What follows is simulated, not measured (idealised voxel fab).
The process module that follows is named voxel released beams.
Xsec cut, 230 nm wide, square cell size 5 nm.
For the purposes of this document, a cross-section shall be understood as a grid of square cells, specified as bands listed in top-to-bottom order, each band consisting of one or more rows of cells.
Heads up on the band format: heights come first, top then bottom, in nm. After that it's the materials left to right, each with its width in nm. A single material flagged "everywhere" fills the whole band edge to edge, and "empty" means there's empty space there.
Convention: height 0 is the level below which the wafer, as received, is all one material. The lowest band does not terminate at the bottom but continues downward, represented as "top 0, no bottom".
Top row gets the first number, bottom row gets the second, and each row in between changes by the same step: that is how a band width like "30->40" works.
"remained unchanged" -> step changed no cross-section cell.
"Closed cavity list" - sealed voids, min. 8 cells, no opening to top; format: width x height at distance (distance from left edge; nm throughout).
The remark found on a step's line after its settings is issued by the simulator itself and pertains to that step.
overlay nm: on a step with a mask, how far right of its planned place the mask lay; negative means left.
[So here's the lineup of process steps we planned]
- 1: RECEIVE [material Si]
- 2: CONFORMAL_DEP [material SiN] [thk nm 5]
- 3: DIRECTIONAL_DEP [material SiO2] [thk nm 10]
- 4: DIRECTIONAL_DEP [material aC] [thk nm 10]
- 5: PATTERN [tone open] [mask id ANCHOR] [material resist] [width nm 45] [thk nm 30] [overlay nm 0]
- 6: DIRECTIONAL_ETCH [etch materials aC] [depth nm 10]
- 7: STRIP [etch materials resist]
- 8: DIRECTIONAL_ETCH [etch materials SiO2] [depth nm 10]
- 9: STRIP [etch materials aC]
- 10: CONFORMAL_DEP [material TiN] [thk nm 15]
- 11: PATTERN [tone cover] [mask id BEAM] [material resist] [width nm 120] [thk nm 15] [overlay nm 0]
- 12: DIRECTIONAL_ETCH [etch materials TiN] [depth nm 15]
- 13: STRIP [etch materials resist]
- 14: STRIP [etch materials SiO2]
[Cross-section: wafer on arrival = after step 1]
  top 0, no bottom | Si everywhere
  Closed cavity list: none
[What the wafer looks like in cross-section after this module, when it starts as shown above and follows the plan above but one mistake is made in running it]
  top 45, bottom 30 | 50 empty  120 TiN  60 empty
  top 30, bottom 15 | TiN everywhere
  top 15, bottom 5 | 55 SiO2  45 TiN  130 SiO2
  top 5, bottom 0 | SiN everywhere
  top 0, no bottom | Si everywhere
  Closed cavity list: none
Run error: twice over, step 10 of the plan was run
